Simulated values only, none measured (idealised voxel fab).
Proc. module: voxel self aligned contacts
Cross-section cut spans 230 nm and uses square cells 5 nm in size.
How to read a cross-section here: the picture is a grid of square cells, written as bands going from the top down, and any band can span one or more rows of cells. Each band's line starts with the height of the band's top and of its bottom, in nm. Then come its materials from left to right, each with its width in nm. One material with "all across" fills the band from edge to edge. "empty" is empty space. Where do heights start? At 0: under that level the wafer as delivered is made of one material only. And the lowest band has no floor; it just carries on downward, as in "0 -> down". It should be noted that a width expressed as "30 to 40" varies in equal increments from row to row of cells within the band, taking the value of the first number at the top row and that of the second number at the bottom row. Reading "nothing was modified" for a step: not a cell of the cross-section changed in it. The label "Internal closed voids" introduces a list of the empty spaces, 8 cells or larger, that have no open way up to the top; each entry in it reads width x height at distance, where the distance is taken from the left edge and all three are stated in nm. Whatever follows a step's settings on its line is a remark the simulator itself makes about that step. On any step carrying a mask, the "overlay nm" setting, if present on the step's line, tells how far right of its planned place the mask lay; negative values point to the left.
**Set out below are the planned steps of the process**
step 1: RECEIVE,material Si
step 2: OXIDIZE,depth nm 5
step 3: DIRECTIONAL_DEP,material polySi,thk nm 30
step 4: DIRECTIONAL_DEP,material SiN,thk nm 25
step 5: MASKED_ETCH,tone cover,mask id GATE,width nm 35,pitch nm 80,etch materials SiN,depth nm 25,overlay nm 0
step 6: MASKED_ETCH,tone cover,mask id GATE,width nm 35,pitch nm 80,etch materials polySi,depth nm 30,overlay nm 0
step 7: CONFORMAL_DEP,material SiN,thk nm 10
step 8: DIRECTIONAL_ETCH,etch materials SiN,depth nm 10
step 9: FILL_DEP,material SiO2,thk nm 15
step 10: CMP,height nm 65
step 11: PATTERN,tone open,mask id CONTACT,material resist,width nm 65,pitch nm 80,thk nm 15,overlay nm 0
step 12: DIRECTIONAL_ETCH,etch materials SiO2,depth nm 70
step 13: STRIP,etch materials resist
step 14: CONFORMAL_DEP,material TiN,thk nm 5
step 15: FILL_DEP,material Ru,thk nm 5
step 16: CMP,height nm 65
step 17: CONFORMAL_DEP,material SiCN,thk nm 5
**Incoming wafer in cross-section (state: after step 1)**
- 0 -> down: Si all across
- Internal closed voids: none
**Sectioned view, first of two wafers, at the close of the module, processed as intended in the plan**
- 70 -> 65: SiCN all across
- 65 -> 55: SiO2 40 nm; TiN 5 to 25 nm; Ru 55 to 15 nm; TiN 5 to 25 nm; SiO2 15 nm; TiN 5 to 25 nm; Ru 55 to 15 nm; TiN 5 to 25 nm; SiO2 45 nm
- 55 -> 30: SiO2 5 nm; SiN 55 nm; TiN 5 nm; Ru 15 nm; TiN 5 nm; SiN 55 nm; TiN 5 nm; Ru 15 nm; TiN 5 nm; SiN 55 nm; SiO2 10 nm
- 30 -> 0: SiO2 5 nm; SiN 10 nm; polySi 35 nm; SiN 10 nm; TiN 5 nm; Ru 15 nm; TiN 5 nm; SiN 10 nm; polySi 35 nm; SiN 10 nm; TiN 5 nm; Ru 15 nm; TiN 5 nm; SiN 10 nm; polySi 35 nm; SiN 10 nm; SiO2 10 nm
- 0 -> -5: SiO2 60 nm; TiN 25 nm; SiO2 55 nm; TiN 25 nm; SiO2 65 nm
- -5 -> down: Si all across
- Internal closed voids: none
**The second wafer, shown in cross-section after the module: started the same way as the first and given the same plan, yet one mistake crept into how it was run**
- 70 -> 65: SiCN all across
- 65 -> 55: SiO2 40 nm; TiN 5 to 25 nm; Ru 55 to 20 nm; TiN 5 to 20 nm; SiO2 15 nm; TiN 5 to 25 nm; Ru 55 to 20 nm; TiN 5 to 20 nm; SiO2 45 nm
- 55 -> 35: SiO2 10 nm; SiN 50 nm; TiN 5 nm; Ru 20 nm; TiN 5 nm; SiN 50 nm; TiN 5 nm; Ru 20 nm; TiN 5 nm; SiN 50 nm; SiO2 10 nm
- 35 -> 30: SiO2 10 nm; SiN 50 nm; TiN 5 nm; Ru 15 nm; TiN 10 nm; SiN 50 nm; TiN 5 nm; Ru 15 nm; TiN 10 nm; SiN 50 nm; SiO2 10 nm
- 30 -> 0: SiO2 5 nm; SiN 10 nm; polySi 35 nm; SiN 10 nm; TiN 5 nm; Ru 15 nm; TiN 5 nm; SiN 10 nm; polySi 35 nm; SiN 10 nm; TiN 5 nm; Ru 15 nm; TiN 5 nm; SiN 10 nm; polySi 35 nm; SiN 10 nm; SiO2 10 nm
- 0 -> -5: SiO2 60 nm; TiN 25 nm; SiO2 55 nm; TiN 25 nm; SiO2 65 nm
- -5 -> down: Si all across
- Internal closed voids: none
Processing error: off-plan run, step 5, actual operation and settings MASKED_ETCH,tone cover,mask id GATE,width nm 30,pitch nm 80,etch materials SiN,depth nm 25,overlay nm 0
Final cells, second wafer relative to first, materials higher or lower: Ru +10; SiN -15; SiO2 +5
